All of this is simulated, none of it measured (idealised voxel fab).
This is a process module. Its name is voxel transistor to metal.
Pictured: cross-section cut, 185 nm wide, on a grid of 5 nm square cells.
Cross-section spec: square-cell grid; bands listed top down; each band is one or more rows. Heads up on the band format: heights come first, top then bottom, in nm. After that it's the materials left to right, each with its width in nm. A single material flagged "full width" fills the whole band edge to edge, and "empty" means there's empty space there. Convention: height 0 is the level below which the wafer, as received, is all one material. The lowest band does not terminate at the bottom but continues downward, represented as "0 down". Per-row width for "30 to 40": begins at first number (top row of band), ends at second number (bottom row), increment between rows held constant. Any step labelled "all unchanged" changed none of the cells in the cross-section. "Closed voids list" enumerates empty spaces isolated from the top, with no open way to it, that contain at least 8 cells, giving each as width x height at distance from the left edge, all three in nm. On each step's line, the part that comes after the settings is the simulator's own comment on the step. "overlay nm" on a masked step: distance the mask lay right of its planned place, negative for left. How should the pairs below be read? Each gives the cross-section before one process step and the cross-section after it, the latter drawn only to the lowest band that changed; the step that lies between them, with its settings, appears under the pair. Does a pair pick up where the pair above left off? Only where its entry headed "Before-step section" says so, since pairs can come from different runs of this module on the same starting wafer.
**Before-step section**
* 60 to 45: lowk full width
* 45 to 40: SiCN full width
* 40 to 25: SiO2 (45) / TiN (5) / W (5) / TiN (5) / SiO2 (60) / TiN (5) / W (5) / TiN (5) / SiO2 (50)
* 25 to 5: SiO2 (45) / TiN (5) / W (5) / TiN (5) / SiO2 (10) / SiN (5) / TiN (5) / HfO2 (5) / W (10) / HfO2 (5) / TiN (5) / SiN (5) / SiO2 (10) / TiN (5) / W (5) / TiN (5) / SiO2 (50)
* 5 to 0: SiO2 (35) / SiN (5) / SiO2 (5) / TiN (5) / W (5) / TiN (5) / SiGe (10) / SiN (5) / TiN (5) / HfO2 (20) / TiN (5) / SiN (5) / SiGe (10) / TiN (5) / W (5) / TiN (5) / SiO2 (5) / SiN (5) / SiO2 (40)
* 0 to -5: SiO2 (45) / TiN (15) / SiGe (10) / TiN (40) / SiGe (10) / TiN (15) / SiO2 (50)
* -5 to -15: SiO2 (45) / SiGe (25) / Si (40) / SiGe (25) / SiO2 (50)
* -15 to -30: SiO2 (45) / Si (90) / SiO2 (50)
* -30 down: Si full width
* Closed voids list: none
**Post-Step Appearance**
* 60 to 45: lowk (45) / empty (15) / lowk (60) / empty (15) / lowk (50)
* Below 45, no change.
* Closed voids list: none
Applied between the two views above: MASKED_ETCH,tone open,mask id METAL_1,width nm 15,pitch nm 75,etch materials lowk,depth nm 15,overlay nm 0
Before-step section: after-state, pair directly above.
**Post-Step Appearance**
* 60 to 45: lowk (45) / empty (15) / lowk (60) / empty (15) / lowk (50)
* 45 to 40: SiCN (45) / empty (15) / SiCN (60) / empty (15) / SiCN (50)
* Below 40, no change.
* Closed voids list: none
Applied between the two views above: MASKED_ETCH,tone open,mask id METAL_1,width nm 15,pitch nm 75,etch materials SiCN,depth nm 5,overlay nm 0
Before-step section: after-state, pair directly above.
**Post-Step Appearance**
* 65 to 60: TiN (50) / empty (5) / TiN (70) / empty (5) / TiN (55)
* 60 to 45: lowk (45) / TiN (5) / empty (5) / TiN (5) / lowk (60) / TiN (5) / empty (5) / TiN (5) / lowk (50)
* 45 to 40: SiCN (45) / TiN (15) / SiCN (60) / TiN (15) / SiCN (50)
* Below 40, no change.
* Closed voids list: none
Applied between the two views above: CONFORMAL_DEP,material TiN,thk nm 5
Before-step section: after-state, pair directly above.
**Post-Step Appearance**
* 70 to 65: Cu full width
* 65 to 60: TiN (50) / Cu (5) / TiN (70) / Cu (5) / TiN (55)
* 60 to 45: lowk (45) / TiN (5) / Cu (5) / TiN (5) / lowk (60) / TiN (5) / Cu (5) / TiN (5) / lowk (50)
* Below 45, no change.
* Closed voids list: none
Applied between the two views above: FILL_DEP,material Cu,thk nm 5
Before-step section: after-state, pair directly above.
**Post-Step Appearance**
* 60 to 45: lowk (45) / TiN (5) / Cu (5) / TiN (5) / lowk (60) / TiN (5) / Cu (5) / TiN (5) / lowk (50)
* Below 45, no change.
* Closed voids list: none
Applied between the two views above: CMP,height nm 60
Before-step section: after-state, pair directly above.
**Post-Step Appearance**
* 65 to 60: SiCN full width
* Below 60, no change.
* Closed voids list: none
Applied between the two views above: CONFORMAL_DEP,material SiCN,thk nm 5
Before-step section: after-state, pair directly above.
**Post-Step Appearance**
* 100 to 65: lowk full width
* Below 65, no change.
* Closed voids list: none
Applied between the two views above: DIRECTIONAL_DEP,material lowk,thk nm 35
Before-step section: after-state, pair directly above.
**Post-Step Appearance**
* 110 to 100: aC full width
* Below 100, no change.
* Closed voids list: none
Applied between the two views above: DIRECTIONAL_DEP,material aC,thk nm 10
Before-step section: after-state, pair directly above.
**Post-Step Appearance**
* 135 to 110: resist (45) / empty (15) / resist (60) / empty (15) / resist (50)
* Below 110, no change.
* Closed voids list: none
Applied between the two views above: PATTERN,tone open,mask id METAL_2,material resist,width nm 15,pitch nm 75,thk nm 25,overlay nm 0
Before-step section: after-state, pair directly above.
**Post-Step Appearance**
* 125 to 110: resist (45) / empty (15) / resist (60) / empty (15) / resist (50)
* 110 to 100: aC (45) / empty (15) / aC (60) / empty (15) / aC (50)
* Below 100, no change.
* Closed voids list: none
Applied between the two views above: DIRECTIONAL_ETCH,etch materials aC,depth nm 10
Before-step section: after-state, pair directly above.
**Post-Step Appearance**
* 110 to 100: aC (45) / empty (15) / aC (60) / empty (15) / aC (50)
* Below 100, no change.
* Closed voids list: none
Applied between the two views above: STRIP,etch materials resist
Before-step section: after-state, pair directly above.
**Post-Step Appearance**
* 110 to 100: aC (45) / empty (15) / aC (60) / empty (15) / aC (50)
* 100 to 80: lowk (45) / empty (15) / lowk (60) / empty (15) / lowk (50)
* Below 80, no change.
* Closed voids list: none
Applied between the two views above: DIRECTIONAL_ETCH,etch materials lowk,depth nm 20
Before-step section: after-state, pair directly above.
**Post-Step Appearance**
* 100 to 80: lowk (45) / empty (15) / lowk (60) / empty (15) / lowk (50)
* Below 80, no change.
* Closed voids list: none
Applied between the two views above: STRIP,etch materials aC
Before-step section: after-state, pair directly above.
**Post-Step Appearance**
* 115 to 100: aC (45) / empty (15) / aC (60) / empty (15) / aC (50)
* 100 to 95: lowk (45) / empty (15) / lowk (60) / empty (15) / lowk (50)
* 95 to 80: lowk (45) / aC (15) / lowk (60) / aC (15) / lowk (50)
* Below 80, no change.
* Closed voids list: none
Applied between the two views above: DIRECTIONAL_DEP,material aC,thk nm 15
Before-step section: after-state, pair directly above.
**Post-Step Appearance**
* 145 to 115: resist (45) / empty (15) / resist (60) / empty (15) / resist (50)
* Below 115, no change.
* Closed voids list: none
Applied between the two views above: PATTERN,tone open,mask id METAL_2_HOLES,material resist,width nm 15,pitch nm 75,thk nm 30,overlay nm 0
Before-step section: after-state, pair directly above.
**Post-Step Appearance**
* 130 to 115: resist (45) / empty (15) / resist (60) / empty (15) / resist (50)
* 115 to 100: aC (45) / empty (15) / aC (60) / empty (15) / aC (50)
* 100 to 80: lowk (45) / empty (15) / lowk (60) / empty (15) / lowk (50)
* Below 80, no change.
* Closed voids list: none
Applied between the two views above: DIRECTIONAL_ETCH,etch materials aC,depth nm 15
Before-step section: after-state, pair directly above.
**Post-Step Appearance**
* 115 to 100: aC (45) / empty (15) / aC (60) / empty (15) / aC (50)
* Below 100, no change.
* Closed voids list: none
Applied between the two views above: STRIP,etch materials resist
Before-step section: after-state, pair directly above.
**Post-Step Appearance**
* 115 to 100: aC (45) / empty (15) / aC (60) / empty (15) / aC (50)
* 100 to 65: lowk (45) / empty (15) / lowk (60) / empty (15) / lowk (50)
* Below 65, no change.
* Closed voids list: none
Applied between the two views above: DIRECTIONAL_ETCH,etch materials lowk,depth nm 15
Before-step section: after-state, pair directly above.
**Post-Step Appearance**
* 115 to 100: aC (45) / empty (15) / aC (60) / empty (15) / aC (50)
* 100 to 65: lowk (45) / empty (15) / lowk (60) / empty (15) / lowk (50)
* 65 to 60: SiCN (45) / empty (15) / SiCN (60) / empty (15) / SiCN (50)
* Below 60, no change.
* Closed voids list: none
Applied between the two views above: DIRECTIONAL_ETCH,etch materials SiCN,depth nm 5
Before-step section: after-state, pair directly above.
**Post-Step Appearance**
* 100 to 65: lowk (45) / empty (15) / lowk (60) / empty (15) / lowk (50)
* Below 65, no change.
* Closed voids list: none
Applied between the two views above: STRIP,etch materials aC
Before-step section: after-state, pair directly above.
**Post-Step Appearance**
* 105 to 100: TiN (50) / empty (5) / TiN (70) / empty (5) / TiN (55)
* 100 to 65: lowk (45) / TiN (5) / empty (5) / TiN (5) / lowk (60) / TiN (5) / empty (5) / TiN (5) / lowk (50)
* 65 to 60: SiCN (45) / TiN (15) / SiCN (60) / TiN (15) / SiCN (50)
* Below 60, no change.
* Closed voids list: none
Applied between the two views above: CONFORMAL_DEP,material TiN,thk nm 5
Before-step section: after-state, pair directly above.
**Post-Step Appearance**
* 115 to 105: Cu full width
* 105 to 100: TiN (50) / Cu (5) / TiN (70) / Cu (5) / TiN (55)
* 100 to 65: lowk (45) / TiN (5) / Cu (5) / TiN (5) / lowk (60) / TiN (5) / Cu (5) / TiN (5) / lowk (50)
* Below 65, no change.
* Closed voids list: none
Applied between the two views above: FILL_DEP,material Cu,thk nm 10
Before-step section: after-state, pair directly above.
**Post-Step Appearance**
* 100 to 65: lowk (45) / TiN (5) / Cu (5) / TiN (5) / lowk (60) / TiN (5) / Cu (5) / TiN (5) / lowk (50)
* Below 65, no change.
* Closed voids list: none
Applied between the two views above: CMP,height nm 100
Before-step section: after-state, pair directly above.
**Post-Step Appearance**
* 105 to 100: SiCN full width
* Below 100, no change.
* Closed voids list: none
Applied between the two views above: CONFORMAL_DEP,material SiCN,thk nm 5
**Before-step section**
* 5 to 0: SiO2 (35) / empty (110) / SiO2 (40)
* 0 to -30: SiO2 (45) / Si (90) / SiO2 (50)
* -30 down: Si full width
* Closed voids list: none
**Post-Step Appearance**
* 5 to 0: SiO2 (35) / empty (110) / SiO2 (40)
* 0 to -15: SiO2 full width
* Below -15, no change.
* Closed voids list: none
Applied between the two views above: OXIDIZE,depth nm 15
Before-step section: after-state, pair directly above.
**Post-Step Appearance**
* 35 to 30: polySi (35) / empty (110) / polySi (40)
* 30 to 5: polySi full width
* 5 to 0: SiO2 (35) / polySi (110) / SiO2 (40)
* Below 0, no change.
* Closed voids list: none
Applied between the two views above: DIRECTIONAL_DEP,material polySi,thk nm 30
Before-step section: after-state, pair directly above.
**Post-Step Appearance**
* 50 to 45: SiCN (35) / empty (110) / SiCN (40)
* 45 to 35: SiCN full width
* 35 to 30: polySi (35) / SiCN (110) / polySi (40)
* Below 30, no change.
* Closed voids list: none
Applied between the two views above: DIRECTIONAL_DEP,material SiCN,thk nm 15
Before-step section: after-state, pair directly above.
**Post-Step Appearance**
* 65 to 60: aC (35) / empty (110) / aC (40)
* 60 to 50: aC full width
* 50 to 45: SiCN (35) / aC (110) / SiCN (40)
* Below 45, no change.
* Closed voids list: none
Applied between the two views above: DIRECTIONAL_DEP,material aC,thk nm 15
Before-step section: after-state, pair directly above.
**Post-Step Appearance**
* 100 to 65: empty (75) / resist (30) / empty (80)
* 65 to 60: aC (35) / empty (40) / resist (30) / empty (40) / aC (40)
* Below 60, no change.
* Closed voids list: none
Applied between the two views above: PATTERN,tone cover,mask id GATE,material resist,width nm 30,thk nm 35,overlay nm 0
Before-step section: after-state, pair directly above.
**Post-Step Appearance**
* 85 to 60: empty (75) / resist (30) / empty (80)
* 60 to 50: empty (75) / aC (30) / empty (80)
* 50 to 45: SiCN (35) / empty (40) / aC (30) / empty (40) / SiCN (40)
* Below 45, no change.
* Closed voids list: none
Applied between the two views above: DIRECTIONAL_ETCH,etch materials aC,depth nm 15
Before-step section: after-state, pair directly above.
**Post-Step Appearance**
* 60 to 50: empty (75) / aC (30) / empty (80)
* Below 50, no change.
* Closed voids list: none
Applied between the two views above: STRIP,etch materials resist
Before-step section: after-state, pair directly above.
**Post-Step Appearance**
* 60 to 45: empty (75) / aC (30) / empty (80)
* 45 to 35: empty (75) / SiCN (30) / empty (80)
* 35 to 30: polySi (35) / empty (40) / SiCN (30) / empty (40) / polySi (40)
* Below 30, no change.
* Closed voids list: none
Applied between the two views above: DIRECTIONAL_ETCH,etch materials SiCN,depth nm 25
Before-step section: after-state, pair directly above.
**Post-Step Appearance**
* 60 to 45: empty (75) / aC (30) / empty (80)
* 45 to 30: empty (75) / SiCN (30) / empty (80)
* 30 to 5: empty (75) / polySi (30) / empty (80)
* 5 to 0: SiO2 (35) / empty (40) / polySi (30) / empty (40) / SiO2 (40)
* Below 0, no change.
* Closed voids list: none
Applied between the two views above: DIRECTIONAL_ETCH,etch materials polySi,depth nm 40
Before-step section: after-state, pair directly above.
**Post-Step Appearance**
* 45 to 30: empty (75) / SiCN (30) / empty (80)
* Below 30, no change.
* Closed voids list: none
Applied between the two views above: STRIP,etch materials aC
Before-step section: after-state, pair directly above.
**Post-Step Appearance**
* 50 to 45: empty (70) / SiN (40) / empty (75)
* 45 to 30: empty (70) / SiN (5) / SiCN (30) / SiN (5) / empty (75)
* 30 to 10: empty (70) / SiN (5) / polySi (30) / SiN (5) / empty (75)
* 10 to 5: SiN (40) / empty (30) / SiN (5) / polySi (30) / SiN (5) / empty (30) / SiN (45)
* 5 to 0: SiO2 (35) / SiN (40) / polySi (30) / SiN (40) / SiO2 (40)
* Below 0, no change.
* Closed voids list: none
Applied between the two views above: CONFORMAL_DEP,material SiN,thk nm 5
Before-step section: after-state, pair directly above.
**Post-Step Appearance**
* 45 to 30: empty (70) / SiN (5) / SiCN (30) / SiN (5) / empty (75)
* 30 to 5: empty (70) / SiN (5) / polySi (30) / SiN (5) / empty (75)
* 5 to 0: SiO2 (35) / SiN (5) / empty (30) / SiN (5) / polySi (30) / SiN (5) / empty (30) / SiN (5) / SiO2 (40)
* Below 0, no change.
* Closed voids list: none
Applied between the two views above: DIRECTIONAL_ETCH,etch materials SiN,depth nm 5
Before-step section: after-state, pair directly above.
**Post-Step Appearance**
* 45 to 30: empty (70) / SiN (5) / SiCN (30) / SiN (5) / empty (75)
* 30 to 5: empty (70) / SiN (5) / polySi (30) / SiN (5) / empty (75)
* 5 to 0: empty (35) / SiN (5) / empty (30) / SiN (5) / polySi (30) / SiN (5) / empty (30) / SiN (5) / empty (40)
* 0 to -5: SiO2 (40) / empty (30) / SiO2 (40) / empty (30) / SiO2 (45)
* Below -5, no change.
* Closed voids list: none
Applied between the two views above: DIRECTIONAL_ETCH,etch materials SiO2,depth nm 5
Before-step section: after-state, pair directly above.
**Post-Step Appearance**
* 50 to 45: SiO2 full width
* 45 to 30: SiO2 (70) / SiN (5) / SiCN (30) / SiN (5) / SiO2 (75)
* 30 to 5: SiO2 (70) / SiN (5) / polySi (30) / SiN (5) / SiO2 (75)
* 5 to 0: SiO2 (35) / SiN (5) / SiO2 (30) / SiN (5) / polySi (30) / SiN (5) / SiO2 (30) / SiN (5) / SiO2 (40)
* 0 to -15: SiO2 full width
* Below -15, no change.
* Closed voids list: none
Applied between the two views above: FILL_DEP,material SiO2,thk nm 5
Before-step section: after-state, pair directly above.
**Post-Step Appearance**
* 30 to 5: SiO2 (70) / SiN (5) / polySi (30) / SiN (5) / SiO2 (75)
* Below 5, no change.
* Closed voids list: none
Applied between the two views above: CMP,height nm 30
Before-step section: after-state, pair directly above.
**Post-Step Appearance**
* 30 to 5: SiO2 (70) / SiN (5) / empty (30) / SiN (5) / SiO2 (75)
* 5 to 0: SiO2 (35) / SiN (5) / SiO2 (30) / SiN (5) / empty (30) / SiN (5) / SiO2 (30) / SiN (5) / SiO2 (40)
* Below 0, no change.
* Closed voids list: none
Applied between the two views above: STRIP,etch materials polySi
Before-step section: after-state, pair directly above.
**Post-Step Appearance**
* 30 to 25: empty (70) / SiN (5) / empty (30) / SiN (5) / empty (75)
* 25 to 5: SiO2 (70) / SiN (5) / empty (30) / SiN (5) / SiO2 (75)
* 5 to 0: SiO2 (35) / SiN (5) / SiO2 (30) / SiN (5) / empty (30) / SiN (5) / SiO2 (30) / SiN (5) / SiO2 (40)
* 0 to -5: SiO2 (70) / empty (40) / SiO2 (75)
* Below -5, no change.
* Closed voids list: none
Applied between the two views above: SELECTIVE_ETCH,etch materials SiO2,depth nm 5
Before-step section: after-state, pair directly above.
**Post-Step Appearance**
* 35 to 30: empty (65) / HfO2 (15) / empty (20) / HfO2 (15) / empty (70)
* 30 to 25: HfO2 (70) / SiN (5) / HfO2 (5) / empty (20) / HfO2 (5) / SiN (5) / HfO2 (75)
* 25 to 5: SiO2 (70) / SiN (5) / HfO2 (5) / empty (20) / HfO2 (5) / SiN (5) / SiO2 (75)
* 5 to 0: SiO2 (35) / SiN (5) / SiO2 (30) / SiN (5) / HfO2 (5) / empty (20) / HfO2 (5) / SiN (5) / SiO2 (30) / SiN (5) / SiO2 (40)
* 0 to -5: SiO2 (70) / HfO2 (40) / SiO2 (75)
* Below -5, no change.
* Closed voids list: none
Applied between the two views above: CONFORMAL_DEP,material HfO2,thk nm 5
Before-step section: after-state, pair directly above.
**Post-Step Appearance**
* 40 to 35: empty (60) / TiN (25) / empty (10) / TiN (25) / empty (65)
* 35 to 30: TiN (65) / HfO2 (15) / TiN (5) / empty (10) / TiN (5) / HfO2 (15) / TiN (70)
* 30 to 25: HfO2 (70) / SiN (5) / HfO2 (5) / TiN (5) / empty (10) / TiN (5) / HfO2 (5) / SiN (5) / HfO2 (75)
* 25 to 5: SiO2 (70) / SiN (5) / HfO2 (5) / TiN (5) / empty (10) / TiN (5) / HfO2 (5) / SiN (5) / SiO2 (75)
* 5 to 0: SiO2 (35) / SiN (5) / SiO2 (30) / SiN (5) / HfO2 (5) / TiN (20) / HfO2 (5) / SiN (5) / SiO2 (30) / SiN (5) / SiO2 (40)
* Below 0, no change.
* Closed voids list: none
Applied between the two views above: CONFORMAL_DEP,material TiN,thk nm 5
Before-step section: after-state, pair directly above.
**Post-Step Appearance**
* 45 to 40: W full width
* 40 to 35: W (60) / TiN (25) / W (10) / TiN (25) / W (65)
* 35 to 30: TiN (65) / HfO2 (15) / TiN (5) / W (10) / TiN (5) / HfO2 (15) / TiN (70)
* 30 to 25: HfO2 (70) / SiN (5) / HfO2 (5) / TiN (5) / W (10) / TiN (5) / HfO2 (5) / SiN (5) / HfO2 (75)
* 25 to 5: SiO2 (70) / SiN (5) / HfO2 (5) / TiN (5) / W (10) / TiN (5) / HfO2 (5) / SiN (5) / SiO2 (75)
* Below 5, no change.
* Closed voids list: none
Applied between the two views above: FILL_DEP,material W,thk nm 5
Before-step section: after-state, pair directly above.
**Post-Step Appearance**
* 25 to 5: SiO2 (70) / SiN (5) / HfO2 (5) / TiN (5) / W (10) / TiN (5) / HfO2 (5) / SiN (5) / SiO2 (75)
* Below 5, no change.
* Closed voids list: none
Applied between the two views above: CMP,height nm 25
Before-step section: after-state, pair directly above.
**Post-Step Appearance**
* 40 to 25: SiO2 full width
* Below 25, no change.
* Closed voids list: none
Applied between the two views above: DIRECTIONAL_DEP,material SiO2,thk nm 15
Before-step section: after-state, pair directly above.
**Post-Step Appearance**
* 60 to 40: resist (45) / empty (15) / resist (60) / empty (15) / resist (50)
* Below 40, no change.
* Closed voids list: none
Applied between the two views above: PATTERN,tone open,mask id CONTACT,material resist,width nm 15,pitch nm 75,thk nm 20,overlay nm 0
Before-step section: after-state, pair directly above.
**Post-Step Appearance**
* 60 to 40: resist (45) / empty (15) / resist (60) / empty (15) / resist (50)
* 40 to 25: SiO2 (45) / empty (15) / SiO2 (60) / empty (15) / SiO2 (50)
* 25 to 5: SiO2 (45) / empty (15) / SiO2 (10) / SiN (5) / HfO2 (5) / TiN (5) / W (10) / TiN (5) / HfO2 (5) / SiN (5) / SiO2 (10) / empty (15) / SiO2 (50)
* 5 to 0: SiO2 (35) / SiN (5) / SiO2 (5) / empty (15) / SiO2 (10) / SiN (5) / HfO2 (5) / TiN (20) / HfO2 (5) / SiN (5) / SiO2 (10) / empty (15) / SiO2 (5) / SiN (5) / SiO2 (40)
* 0 to -5: SiO2 (45) / empty (15) / SiO2 (10) / HfO2 (40) / SiO2 (10) / empty (15) / SiO2 (50)
* Below -5, no change.
* Closed voids list: none
Applied between the two views above: DIRECTIONAL_ETCH,etch materials SiO2,depth nm 45
Before-step section: after-state, pair directly above.
**Post-Step Appearance**
* 40 to 25: SiO2 (45) / empty (15) / SiO2 (60) / empty (15) / SiO2 (50)
* Below 25, no change.
* Closed voids list: none
Applied between the two views above: STRIP,etch materials resist
Before-step section: after-state, pair directly above.
**Post-Step Appearance**
* 45 to 40: TiN (50) / empty (5) / TiN (70) / empty (5) / TiN (55)
* 40 to 25: SiO2 (45) / TiN (5) / empty (5) / TiN (5) / SiO2 (60) / TiN (5) / empty (5) / TiN (5) / SiO2 (50)
* 25 to 5: SiO2 (45) / TiN (5) / empty (5) / TiN (5) / SiO2 (10) / SiN (5) / HfO2 (5) / TiN (5) / W (10) / TiN (5) / HfO2 (5) / SiN (5) / SiO2 (10) / TiN (5) / empty (5) / TiN (5) / SiO2 (50)
* 5 to 0: SiO2 (35) / SiN (5) / SiO2 (5) / TiN (5) / empty (5) / TiN (5) / SiO2 (10) / SiN (5) / HfO2 (5) / TiN (20) / HfO2 (5) / SiN (5) / SiO2 (10) / TiN (5) / empty (5) / TiN (5) / SiO2 (5) / SiN (5) / SiO2 (40)
* 0 to -5: SiO2 (45) / TiN (15) / SiO2 (10) / HfO2 (40) / SiO2 (10) / TiN (15) / SiO2 (50)
* Below -5, no change.
* Closed voids list: none
Applied between the two views above: CONFORMAL_DEP,material TiN,thk nm 5
Before-step section: after-state, pair directly above.
**Post-Step Appearance**
* 55 to 45: W full width
* 45 to 40: TiN (50) / W (5) / TiN (70) / W (5) / TiN (55)
* 40 to 25: SiO2 (45) / TiN (5) / W (5) / TiN (5) / SiO2 (60) / TiN (5) / W (5) / TiN (5) / SiO2 (50)
* 25 to 5: SiO2 (45) / TiN (5) / W (5) / TiN (5) / SiO2 (10) / SiN (5) / HfO2 (5) / TiN (5) / W (10) / TiN (5) / HfO2 (5) / SiN (5) / SiO2 (10) / TiN (5) / W (5) / TiN (5) / SiO2 (50)
* 5 to 0: SiO2 (35) / SiN (5) / SiO2 (5) / TiN (5) / W (5) / TiN (5) / SiO2 (10) / SiN (5) / HfO2 (5) / TiN (20) / HfO2 (5) / SiN (5) / SiO2 (10) / TiN (5) / W (5) / TiN (5) / SiO2 (5) / SiN (5) / SiO2 (40)
* Below 0, no change.
* Closed voids list: none
Applied between the two views above: FILL_DEP,material W,thk nm 10
Before-step section: after-state, pair directly above.
**Post-Step Appearance**
* 40 to 25: SiO2 (45) / TiN (5) / W (5) / TiN (5) / SiO2 (60) / TiN (5) / W (5) / TiN (5) / SiO2 (50)
* Below 25, no change.
* Closed voids list: none
Applied between the two views above: CMP,height nm 40
Before-step section: after-state, pair directly above.
**Post-Step Appearance**
* 45 to 40: SiCN full width
* Below 40, no change.
* Closed voids list: none
Applied between the two views above: CONFORMAL_DEP,material SiCN,thk nm 5
Before-step section: after-state, pair directly above.
**Post-Step Appearance**
* 60 to 45: lowk full width
* Below 45, no change.
* Closed voids list: none
Applied between the two views above: DIRECTIONAL_DEP,material lowk,thk nm 15
Before-step section: after-state, pair directly above.
**Post-Step Appearance**
* 60 to 45: lowk (45) / empty (15) / lowk (60) / empty (15) / lowk (50)
* Below 45, no change.
* Closed voids list: none
Applied between the two views above: MASKED_ETCH,tone open,mask id METAL_1,width nm 15,pitch nm 75,etch materials lowk,depth nm 15,overlay nm 0
Before-step section: after-state, pair directly above.
**Post-Step Appearance**
* 60 to 45: lowk (45) / empty (15) / lowk (60) / empty (15) / lowk (50)
* 45 to 40: SiCN (45) / empty (15) / SiCN (60) / empty (15) / SiCN (50)
* Below 40, no change.
* Closed voids list: none
Applied between the two views above: MASKED_ETCH,tone open,mask id METAL_1,width nm 15,pitch nm 75,etch materials SiCN,depth nm 5,overlay nm 0
Before-step section: after-state, pair directly above.
**Post-Step Appearance**
* 65 to 60: TiN (50) / empty (5) / TiN (70) / empty (5) / TiN (55)
* 60 to 45: lowk (45) / TiN (5) / empty (5) / TiN (5) / lowk (60) / TiN (5) / empty (5) / TiN (5) / lowk (50)
* 45 to 40: SiCN (45) / TiN (15) / SiCN (60) / TiN (15) / SiCN (50)
* Below 40, no change.
* Closed voids list: none
Applied between the two views above: CONFORMAL_DEP,material TiN,thk nm 5
Before-step section: after-state, pair directly above.
**Post-Step Appearance**
* 70 to 65: Cu full width
* 65 to 60: TiN (50) / Cu (5) / TiN (70) / Cu (5) / TiN (55)
* 60 to 45: lowk (45) / TiN (5) / Cu (5) / TiN (5) / lowk (60) / TiN (5) / Cu (5) / TiN (5) / lowk (50)
* Below 45, no change.
* Closed voids list: none
Applied between the two views above: FILL_DEP,material Cu,thk nm 5
Before-step section: after-state, pair directly above.
**Post-Step Appearance**
* 60 to 45: lowk (45) / TiN (5) / Cu (5) / TiN (5) / lowk (60) / TiN (5) / Cu (5) / TiN (5) / lowk (50)
* Below 45, no change.
* Closed voids list: none
Applied between the two views above: CMP,height nm 60
Before-step section: after-state, pair directly above.
**Post-Step Appearance**
* 65 to 60: SiCN full width
* Below 60, no change.
* Closed voids list: none
Applied between the two views above: CONFORMAL_DEP,material SiCN,thk nm 5
Before-step section: after-state, pair directly above.
**Post-Step Appearance**
* 100 to 65: lowk full width
* Below 65, no change.
* Closed voids list: none
Applied between the two views above: DIRECTIONAL_DEP,material lowk,thk nm 35
Before-step section: after-state, pair directly above.
**Post-Step Appearance**
* 110 to 100: aC full width
* Below 100, no change.
* Closed voids list: none
Applied between the two views above: DIRECTIONAL_DEP,material aC,thk nm 10
Before-step section: after-state, pair directly above.
**Post-Step Appearance**
* 135 to 110: resist (45) / empty (15) / resist (60) / empty (15) / resist (50)
* Below 110, no change.
* Closed voids list: none
Applied between the two views above: PATTERN,tone open,mask id METAL_2,material resist,width nm 15,pitch nm 75,thk nm 25,overlay nm 0
Before-step section: after-state, pair directly above.
**Post-Step Appearance**
* 125 to 110: resist (45) / empty (15) / resist (60) / empty (15) / resist (50)
* 110 to 100: aC (45) / empty (15) / aC (60) / empty (15) / aC (50)
* Below 100, no change.
* Closed voids list: none
Applied between the two views above: DIRECTIONAL_ETCH,etch materials aC,depth nm 10
Before-step section: after-state, pair directly above.
**Post-Step Appearance**
* 110 to 100: aC (45) / empty (15) / aC (60) / empty (15) / aC (50)
* Below 100, no change.
* Closed voids list: none
Applied between the two views above: STRIP,etch materials resist
Before-step section: after-state, pair directly above.
**Post-Step Appearance**
* 110 to 100: aC (45) / empty (15) / aC (60) / empty (15) / aC (50)
* 100 to 80: lowk (45) / empty (15) / lowk (60) / empty (15) / lowk (50)
* Below 80, no change.
* Closed voids list: none
Applied between the two views above: DIRECTIONAL_ETCH,etch materials lowk,depth nm 20
Before-step section: after-state, pair directly above.
**Post-Step Appearance**
* 100 to 80: lowk (45) / empty (15) / lowk (60) / empty (15) / lowk (50)
* Below 80, no change.
* Closed voids list: none
Applied between the two views above: STRIP,etch materials aC
Before-step section: after-state, pair directly above.
**Post-Step Appearance**
* 115 to 100: aC (45) / empty (15) / aC (60) / empty (15) / aC (50)
* 100 to 95: lowk (45) / empty (15) / lowk (60) / empty (15) / lowk (50)
* 95 to 80: lowk (45) / aC (15) / lowk (60) / aC (15) / lowk (50)
* Below 80, no change.
* Closed voids list: none
Applied between the two views above: DIRECTIONAL_DEP,material aC,thk nm 15
Before-step section: after-state, pair directly above.
**Post-Step Appearance**
* 145 to 115: resist (45) / empty (15) / resist (60) / empty (15) / resist (50)
* Below 115, no change.
* Closed voids list: none
Applied between the two views above: PATTERN,tone open,mask id METAL_2_HOLES,material resist,width nm 15,pitch nm 75,thk nm 30,overlay nm 0
Before-step section: after-state, pair directly above.
**Post-Step Appearance**
* 130 to 115: resist (45) / empty (15) / resist (60) / empty (15) / resist (50)
* 115 to 100: aC (45) / empty (15) / aC (60) / empty (15) / aC (50)
* 100 to 80: lowk (45) / empty (15) / lowk (60) / empty (15) / lowk (50)
* Below 80, no change.
* Closed voids list: none
Applied between the two views above: DIRECTIONAL_ETCH,etch materials aC,depth nm 15
Before-step section: after-state, pair directly above.
**Post-Step Appearance**
* 115 to 100: aC (45) / empty (15) / aC (60) / empty (15) / aC (50)
* Below 100, no change.
* Closed voids list: none
Applied between the two views above: STRIP,etch materials resist
Before-step section: after-state, pair directly above.
**Post-Step Appearance**
* 115 to 100: aC (45) / empty (15) / aC (60) / empty (15) / aC (50)
* 100 to 65: lowk (45) / empty (15) / lowk (60) / empty (15) / lowk (50)
* Below 65, no change.
* Closed voids list: none
Applied between the two views above: DIRECTIONAL_ETCH,etch materials lowk,depth nm 15
Before-step section: after-state, pair directly above.
**Post-Step Appearance**
* 115 to 100: aC (45) / empty (15) / aC (60) / empty (15) / aC (50)
* 100 to 65: lowk (45) / empty (15) / lowk (60) / empty (15) / lowk (50)
* 65 to 60: SiCN (45) / empty (15) / SiCN (60) / empty (15) / SiCN (50)
* Below 60, no change.
* Closed voids list: none
Applied between the two views above: DIRECTIONAL_ETCH,etch materials SiCN,depth nm 5
Before-step section: after-state, pair directly above.
**Post-Step Appearance**
* 100 to 65: lowk (45) / empty (15) / lowk (60) / empty (15) / lowk (50)
* Below 65, no change.
* Closed voids list: none
Applied between the two views above: STRIP,etch materials aC
Before-step section: after-state, pair directly above.
**Post-Step Appearance**
* 105 to 100: TiN (50) / empty (5) / TiN (70) / empty (5) / TiN (55)
* 100 to 65: lowk (45) / TiN (5) / empty (5) / TiN (5) / lowk (60) / TiN (5) / empty (5) / TiN (5) / lowk (50)
* 65 to 60: SiCN (45) / TiN (15) / SiCN (60) / TiN (15) / SiCN (50)
* Below 60, no change.
* Closed voids list: none
Applied between the two views above: CONFORMAL_DEP,material TiN,thk nm 5
Before-step section: after-state, pair directly above.
**Post-Step Appearance**
* 115 to 105: Cu full width
* 105 to 100: TiN (50) / Cu (5) / TiN (70) / Cu (5) / TiN (55)
* 100 to 65: lowk (45) / TiN (5) / Cu (5) / TiN (5) / lowk (60) / TiN (5) / Cu (5) / TiN (5) / lowk (50)
* Below 65, no change.
* Closed voids list: none
Applied between the two views above: FILL_DEP,material Cu,thk nm 10
